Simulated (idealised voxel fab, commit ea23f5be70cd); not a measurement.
process module | voxel capacitor over wiring
cross-section cut | 180 nm wide | cells 5 nm
A cross-section is a grid of square cells, given in bands from the top down. A band is one or more rows of cells.
Each band's line starts with the height of the band's top and of its bottom, in nm. Then come its materials from left to right, each with its width in nm. One material with "throughout" fills the band from edge to edge. "air" is empty space.
Height 0 is the level under which the wafer as received is all one material. The lowest band goes on downwards, as in "0 down".
A width such as "30 to 40" changes by the same amount from each row of cells to the next, from the band's top row to its bottom row.
"no change" after a step means that no cell of the cross-section changed.
closed voids: empty space of 8 cells or more with no open way to the top, each as width x height at its distance from the left edge, in nm
after a step's settings: what the simulator itself notes on the step
overlay nm, on a step with a mask: how far to the right of its planned place the mask lay; to the left if negative
plan
1 op RECEIVE | material Si
2 op CONFORMAL_DEP | material SiO2 | thk nm 10
3 op DIRECTIONAL_DEP | material TiN | thk nm 5
4 op DIRECTIONAL_DEP | material W | thk nm 15
5 op PATTERN | tone cover | mask id METAL_1 | material resist | width nm 25 | pitch nm 75 | thk nm 15 | overlay nm 0
6 op DIRECTIONAL_ETCH | etch materials W | depth nm 15
7 op DIRECTIONAL_ETCH | etch materials TiN | depth nm 5
8 op STRIP | etch materials resist
9 op FILL_DEP | material lowk | thk nm 5
10 op CMP | height nm 30
11 op CONFORMAL_DEP | material SiCN | thk nm 5
12 op DIRECTIONAL_DEP | material lowk | thk nm 20
13 op PATTERN | tone open | mask id PLUG_1 | material resist | width nm 15 | thk nm 15 | overlay nm 0
14 op DIRECTIONAL_ETCH | etch materials lowk | depth nm 20
15 op DIRECTIONAL_ETCH | etch materials SiCN | depth nm 5
16 op STRIP | etch materials resist
17 op EPI | material Ru | thk nm 10
18 op EPI | material Ru | thk nm 10
19 op EPI | material Ru | thk nm 5
20 op DIRECTIONAL_DEP | material TiN | thk nm 10
21 op DIRECTIONAL_DEP | material Al2O3 | thk nm 5
22 op DIRECTIONAL_DEP | material TiN | thk nm 5
23 op DIRECTIONAL_DEP | material aC | thk nm 15
24 op PATTERN | tone cover | mask id UPPER_PLATE | material resist | width nm 55 | thk nm 35 | overlay nm 0
25 op DIRECTIONAL_ETCH | etch materials aC | depth nm 15
26 op STRIP | etch materials resist
27 op DIRECTIONAL_ETCH | etch materials TiN | depth nm 5
28 op DIRECTIONAL_ETCH | etch materials Al2O3 | depth nm 5
29 op STRIP | etch materials aC
30 op PATTERN | tone cover | mask id LOWER_PLATE | material resist | width nm 65 | thk nm 20 | overlay nm 0
31 op DIRECTIONAL_ETCH | etch materials TiN | depth nm 10
32 op STRIP | etch materials resist
33 op FILL_DEP | material SiO2 | thk nm 20
34 op CMP | height nm 90
35 op PATTERN | tone open | mask id PLUG_2 | material resist | width nm 15 | thk nm 20 | overlay nm 0
36 op DIRECTIONAL_ETCH | etch materials SiO2 | depth nm 15
37 op STRIP | etch materials resist
38 op CONFORMAL_DEP | material TiN | thk nm 5
39 op FILL_DEP | material W | thk nm 10
40 op CMP | height nm 90
41 op CONFORMAL_DEP | material SiN | thk nm 5
first wafer, as planned
as received, after step 1
  0 down: Si throughout
  closed voids: none
after step 2
  10 to 0: SiO2 throughout
  below 0: unchanged
after step 3
  15 to 10: TiN throughout
  below 10: unchanged
after step 4
  30 to 15: W throughout
  below 15: unchanged
after step 5
  45 to 30: air 40 | resist 25 | air 50 | resist 25 | air 40
  below 30: unchanged
after step 6
  45 to 30: air 40 | resist 25 | air 50 | resist 25 | air 40
  30 to 15: air 40 | W 25 | air 50 | W 25 | air 40
  below 15: unchanged
after step 7
  45 to 30: air 40 | resist 25 | air 50 | resist 25 | air 40
  30 to 15: air 40 | W 25 | air 50 | W 25 | air 40
  15 to 10: air 40 | TiN 25 | air 50 | TiN 25 | air 40
  below 10: unchanged
after step 8
  30 to 15: air 40 | W 25 | air 50 | W 25 | air 40
  below 15: unchanged
after step 9
  35 to 30: lowk throughout
  30 to 15: lowk 40 | W 25 | lowk 50 | W 25 | lowk 40
  15 to 10: lowk 40 | TiN 25 | lowk 50 | TiN 25 | lowk 40
  below 10: unchanged
after step 10
  30 to 15: lowk 40 | W 25 | lowk 50 | W 25 | lowk 40
  below 15: unchanged
after step 11
  35 to 30: SiCN throughout
  below 30: unchanged
after step 12
  55 to 35: lowk throughout
  below 35: unchanged
after step 13
  70 to 55: resist 50 | air 15 | resist 115
  below 55: unchanged
after step 14
  70 to 55: resist 50 | air 15 | resist 115
  55 to 35: lowk 50 | air 15 | lowk 115
  below 35: unchanged
after step 15
  70 to 55: resist 50 | air 15 | resist 115
  55 to 35: lowk 50 | air 15 | lowk 115
  35 to 30: SiCN 50 | air 15 | SiCN 115
  below 30: unchanged
after step 16
  55 to 35: lowk 50 | air 15 | lowk 115
  below 35: unchanged
after step 17
  55 to 40: lowk 50 | air 15 | lowk 115
  40 to 35: lowk 50 | Ru 15 | lowk 115
  35 to 30: SiCN 50 | Ru 15 | SiCN 115
  below 30: unchanged
after step 18
  55 to 50: lowk 50 | air 15 | lowk 115
  50 to 35: lowk 50 | Ru 15 | lowk 115
  below 35: unchanged
after step 19
  55 to 35: lowk 50 | Ru 15 | lowk 115
  below 35: unchanged
after step 20
  65 to 55: TiN throughout
  below 55: unchanged
after step 21
  70 to 65: Al2O3 throughout
  below 65: unchanged
after step 22
  75 to 70: TiN throughout
  below 70: unchanged
after step 23
  90 to 75: aC throughout
  below 75: unchanged
after step 24
  125 to 90: air 50 | resist 55 | air 75
  below 90: unchanged
after step 25
  110 to 90: air 50 | resist 55 | air 75
  90 to 75: air 50 | aC 55 | air 75
  below 75: unchanged
after step 26
  90 to 75: air 50 | aC 55 | air 75
  below 75: unchanged
after step 27
  90 to 75: air 50 | aC 55 | air 75
  75 to 70: air 50 | TiN 55 | air 75
  below 70: unchanged
after step 28
  90 to 75: air 50 | aC 55 | air 75
  75 to 70: air 50 | TiN 55 | air 75
  70 to 65: air 50 | Al2O3 55 | air 75
  below 65: unchanged
after step 29
  75 to 70: air 50 | TiN 55 | air 75
  below 70: unchanged
after step 30
  95 to 75: air 45 | resist 65 | air 70
  75 to 70: air 45 | resist 5 | TiN 55 | resist 5 | air 70
  70 to 65: air 45 | resist 5 | Al2O3 55 | resist 5 | air 70
  below 65: unchanged
after step 31
  95 to 75: air 45 | resist 65 | air 70
  75 to 70: air 45 | resist 5 | TiN 55 | resist 5 | air 70
  70 to 65: air 45 | resist 5 | Al2O3 55 | resist 5 | air 70
  65 to 55: air 45 | TiN 65 | air 70
  below 55: unchanged
after step 32
  75 to 70: air 50 | TiN 55 | air 75
  70 to 65: air 50 | Al2O3 55 | air 75
  below 65: unchanged
after step 33
  95 to 75: SiO2 throughout
  75 to 70: SiO2 50 | TiN 55 | SiO2 75
  70 to 65: SiO2 50 | Al2O3 55 | SiO2 75
  65 to 55: SiO2 45 | TiN 65 | SiO2 70
  below 55: unchanged
after step 34
  90 to 75: SiO2 throughout
  below 75: unchanged
after step 35
  110 to 90: resist 60 | air 15 | resist 105
  below 90: unchanged
after step 36
  110 to 90: resist 60 | air 15 | resist 105
  90 to 75: SiO2 60 | air 15 | SiO2 105
  below 75: unchanged
after step 37
  90 to 75: SiO2 60 | air 15 | SiO2 105
  below 75: unchanged
after step 38
  95 to 90: TiN 65 | air 5 | TiN 110
  90 to 80: SiO2 60 | TiN 5 | air 5 | TiN 5 | SiO2 105
  80 to 70: SiO2 60 to 50 | TiN 15 to 55 | SiO2 105 to 75
  below 70: unchanged
after step 39
  105 to 95: W throughout
  95 to 90: TiN 65 | W 5 | TiN 110
  90 to 80: SiO2 60 | TiN 5 | W 5 | TiN 5 | SiO2 105
  below 80: unchanged
after step 40
  90 to 80: SiO2 60 | TiN 5 | W 5 | TiN 5 | SiO2 105
  below 80: unchanged
after step 41
  95 to 90: SiN throughout
  below 90: unchanged
second wafer: like start, like plan, one mistake. Through step 12 it matches the first wafer
when step 13 should have ended
  70 to 55: air 50 | resist 15 | air 115
  below 55: unchanged
when step 14 should have ended
  70 to 55: air 50 | resist 15 | air 115
  55 to 35: air 50 | lowk 15 | air 115
  below 35: unchanged
when step 15 should have ended
  70 to 55: air 50 | resist 15 | air 115
  55 to 35: air 50 | lowk 15 | air 115
  35 to 30: air 50 | SiCN 15 | air 115
  below 30: unchanged
when step 16 should have ended
  55 to 35: air 50 | lowk 15 | air 115
  below 35: unchanged
when step 17 should have ended
  55 to 40: air 50 | lowk 15 | air 115
  40 to 35: air 30 | Ru 20 | lowk 15 | air 40 | Ru 45 | air 30
  35 to 30: air 30 | Ru 20 | SiCN 15 | air 40 | Ru 45 | air 30
  below 30: unchanged
when step 18 should have ended
  55 to 50: air 50 | lowk 15 | air 115
  50 to 35: air 20 | Ru 30 | lowk 15 | air 30 | Ru 65 | air 20
  35 to 30: air 20 | Ru 30 | SiCN 15 | air 30 | Ru 65 | air 20
  below 30: unchanged
when step 19 should have ended
  55 to 35: air 15 | Ru 35 | lowk 15 | air 25 | Ru 75 | air 15
  35 to 30: air 15 | Ru 35 | SiCN 15 | air 25 | Ru 75 | air 15
  below 30: unchanged
when step 20 should have ended
  65 to 55: air 15 | TiN 50 | air 25 | TiN 75 | air 15
  55 to 40: air 15 | Ru 35 | lowk 15 | air 25 | Ru 75 | air 15
  40 to 35: TiN 15 | Ru 35 | lowk 15 | TiN 25 | Ru 75 | TiN 15
  35 to 30: TiN 15 | Ru 35 | SiCN 15 | TiN 25 | Ru 75 | TiN 15
  below 30: unchanged
when step 21 should have ended
  70 to 65: air 15 | Al2O3 50 | air 25 | Al2O3 75 | air 15
  65 to 55: air 15 | TiN 50 | air 25 | TiN 75 | air 15
  55 to 45: air 15 | Ru 35 | lowk 15 | air 25 | Ru 75 | air 15
  45 to 40: Al2O3 15 | Ru 35 | lowk 15 | Al2O3 25 | Ru 75 | Al2O3 15
  below 40: unchanged
when step 22 should have ended
  75 to 70: air 15 | TiN 50 | air 25 | TiN 75 | air 15
  70 to 65: air 15 | Al2O3 50 | air 25 | Al2O3 75 | air 15
  65 to 55: air 15 | TiN 50 | air 25 | TiN 75 | air 15
  55 to 50: air 15 | Ru 35 | lowk 15 | air 25 | Ru 75 | air 15
  50 to 45: TiN 15 | Ru 35 | lowk 15 | TiN 25 | Ru 75 | TiN 15
  below 45: unchanged
when step 23 should have ended
  90 to 75: air 15 | aC 50 | air 25 | aC 75 | air 15
  75 to 70: air 15 | TiN 50 | air 25 | TiN 75 | air 15
  70 to 65: air 15 | Al2O3 50 | air 25 | Al2O3 75 | air 15
  65 to 55: aC 15 | TiN 50 | aC 25 | TiN 75 | aC 15
  55 to 50: aC 15 | Ru 35 | lowk 15 | aC 25 | Ru 75 | aC 15
  below 50: unchanged
when step 24 should have ended
  125 to 90: air 50 | resist 55 | air 75
  90 to 75: air 15 | aC 50 | resist 25 | aC 75 | air 15
  75 to 70: air 15 | TiN 50 | resist 25 | TiN 75 | air 15
  70 to 65: air 15 | Al2O3 50 | resist 25 | Al2O3 75 | air 15
  below 65: unchanged
when step 25 should have ended
  110 to 90: air 50 | resist 55 | air 75
  90 to 75: air 50 | aC 15 | resist 25 | aC 15 | air 75
  75 to 70: air 15 | TiN 50 | resist 25 | TiN 75 | air 15
  70 to 65: air 15 | Al2O3 50 | resist 25 | Al2O3 75 | air 15
  65 to 55: air 15 | TiN 50 | aC 25 | TiN 75 | air 15
  55 to 50: air 15 | Ru 35 | lowk 15 | aC 25 | Ru 75 | air 15
  below 50: unchanged
when step 26 should have ended
  90 to 75: air 50 | aC 15 | air 25 | aC 15 | air 75
  75 to 70: air 15 | TiN 50 | air 25 | TiN 75 | air 15
  70 to 65: air 15 | Al2O3 50 | air 25 | Al2O3 75 | air 15
  below 65: unchanged
when step 27 should have ended
  90 to 75: air 50 | aC 15 | air 25 | aC 15 | air 75
  75 to 70: air 50 | TiN 15 | air 25 | TiN 15 | air 75
  70 to 65: air 15 | Al2O3 50 | air 25 | Al2O3 75 | air 15
  65 to 55: air 15 | TiN 50 | aC 25 | TiN 75 | air 15
  55 to 50: air 15 | Ru 35 | lowk 15 | aC 25 | Ru 75 | air 15
  50 to 45: air 15 | Ru 35 | lowk 15 | TiN 25 | Ru 75 | air 15
  below 45: unchanged
when step 28 should have ended
  90 to 75: air 50 | aC 15 | air 25 | aC 15 | air 75
  75 to 70: air 50 | TiN 15 | air 25 | TiN 15 | air 75
  70 to 65: air 50 | Al2O3 15 | air 25 | Al2O3 15 | air 75
  65 to 55: air 15 | TiN 50 | aC 25 | TiN 75 | air 15
  55 to 50: air 15 | Ru 35 | lowk 15 | aC 25 | Ru 75 | air 15
  50 to 45: air 15 | Ru 35 | lowk 15 | TiN 25 | Ru 75 | air 15
  45 to 40: air 15 | Ru 35 | lowk 15 | Al2O3 25 | Ru 75 | air 15
  below 40: unchanged
when step 29 should have ended
  75 to 70: air 50 | TiN 15 | air 25 | TiN 15 | air 75
  70 to 65: air 50 | Al2O3 15 | air 25 | Al2O3 15 | air 75
  65 to 55: air 15 | TiN 50 | air 25 | TiN 75 | air 15
  55 to 50: air 15 | Ru 35 | lowk 15 | air 25 | Ru 75 | air 15
  below 50: unchanged
when step 30 should have ended
  95 to 75: air 45 | resist 65 | air 70
  75 to 70: air 45 | resist 5 | TiN 15 | resist 25 | TiN 15 | resist 5 | air 70
  70 to 65: air 45 | resist 5 | Al2O3 15 | resist 25 | Al2O3 15 | resist 5 | air 70
  65 to 55: air 15 | TiN 50 | resist 25 | TiN 75 | air 15
  55 to 50: air 15 | Ru 35 | lowk 15 | resist 25 | Ru 75 | air 15
  below 50: unchanged
when step 31 should have ended
  95 to 75: air 45 | resist 65 | air 70
  75 to 70: air 45 | resist 5 | TiN 15 | resist 25 | TiN 15 | resist 5 | air 70
  70 to 65: air 45 | resist 5 | Al2O3 15 | resist 25 | Al2O3 15 | resist 5 | air 70
  65 to 55: air 45 | TiN 20 | resist 25 | TiN 20 | air 70
  55 to 50: air 15 | Ru 35 | lowk 15 | resist 25 | Ru 75 | air 15
  50 to 45: air 15 | Ru 35 | lowk 15 | TiN 25 | Ru 75 | air 15
  45 to 40: air 15 | Ru 35 | lowk 15 | Al2O3 25 | Ru 75 | air 15
  40 to 35: air 15 | Ru 35 | lowk 15 | TiN 25 | Ru 75 | air 15
  35 to 30: air 15 | Ru 35 | SiCN 15 | TiN 25 | Ru 75 | air 15
  below 30: unchanged
when step 32 should have ended
  75 to 70: air 50 | TiN 15 | air 25 | TiN 15 | air 75
  70 to 65: air 50 | Al2O3 15 | air 25 | Al2O3 15 | air 75
  65 to 55: air 45 | TiN 20 | air 25 | TiN 20 | air 70
  55 to 50: air 15 | Ru 35 | lowk 15 | air 25 | Ru 75 | air 15
  below 50: unchanged
when step 33 should have ended
  95 to 75: SiO2 throughout
  75 to 70: SiO2 50 | TiN 15 | SiO2 25 | TiN 15 | SiO2 75
  70 to 65: SiO2 50 | Al2O3 15 | SiO2 25 | Al2O3 15 | SiO2 75
  65 to 55: SiO2 45 | TiN 20 | SiO2 25 | TiN 20 | SiO2 70
  55 to 50: SiO2 15 | Ru 35 | lowk 15 | SiO2 25 | Ru 75 | SiO2 15
  50 to 45: SiO2 15 | Ru 35 | lowk 15 | TiN 25 | Ru 75 | SiO2 15
  45 to 40: SiO2 15 | Ru 35 | lowk 15 | Al2O3 25 | Ru 75 | SiO2 15
  40 to 35: SiO2 15 | Ru 35 | lowk 15 | TiN 25 | Ru 75 | SiO2 15
  35 to 30: SiO2 15 | Ru 35 | SiCN 15 | TiN 25 | Ru 75 | SiO2 15
  below 30: unchanged
when step 34 should have ended
  90 to 75: SiO2 throughout
  below 75: unchanged
when step 35 should have ended
  110 to 90: resist 60 | air 15 | resist 105
  below 90: unchanged
when step 36 should have ended
  110 to 90: resist 60 | air 15 | resist 105
  90 to 75: SiO2 60 | air 15 | SiO2 105
  below 75: unchanged
when step 37 should have ended
  90 to 75: SiO2 60 | air 15 | SiO2 105
  below 75: unchanged
when step 38 should have ended
  95 to 90: TiN 65 | air 5 | TiN 110
  90 to 80: SiO2 60 | TiN 5 | air 5 | TiN 5 | SiO2 105
  80 to 75: SiO2 60 | TiN 15 | SiO2 105
  below 75: unchanged
when step 39 should have ended
  105 to 95: W throughout
  95 to 90: TiN 65 | W 5 | TiN 110
  90 to 80: SiO2 60 | TiN 5 | W 5 | TiN 5 | SiO2 105
  below 80: unchanged
when step 40 should have ended
  90 to 80: SiO2 60 | TiN 5 | W 5 | TiN 5 | SiO2 105
  below 80: unchanged
when step 41 should have ended
  95 to 90: SiN throughout
  below 90: unchanged
what went wrong: step 13 ran as: op PATTERN | tone cover | mask id PLUG_1 | material resist | width nm 15 | thk nm 15 | overlay nm 0
at the end the second wafer has, in cells: 95 more of Ru | 30 fewer of SiCN | 55 more of SiO2 | 120 fewer of lowk
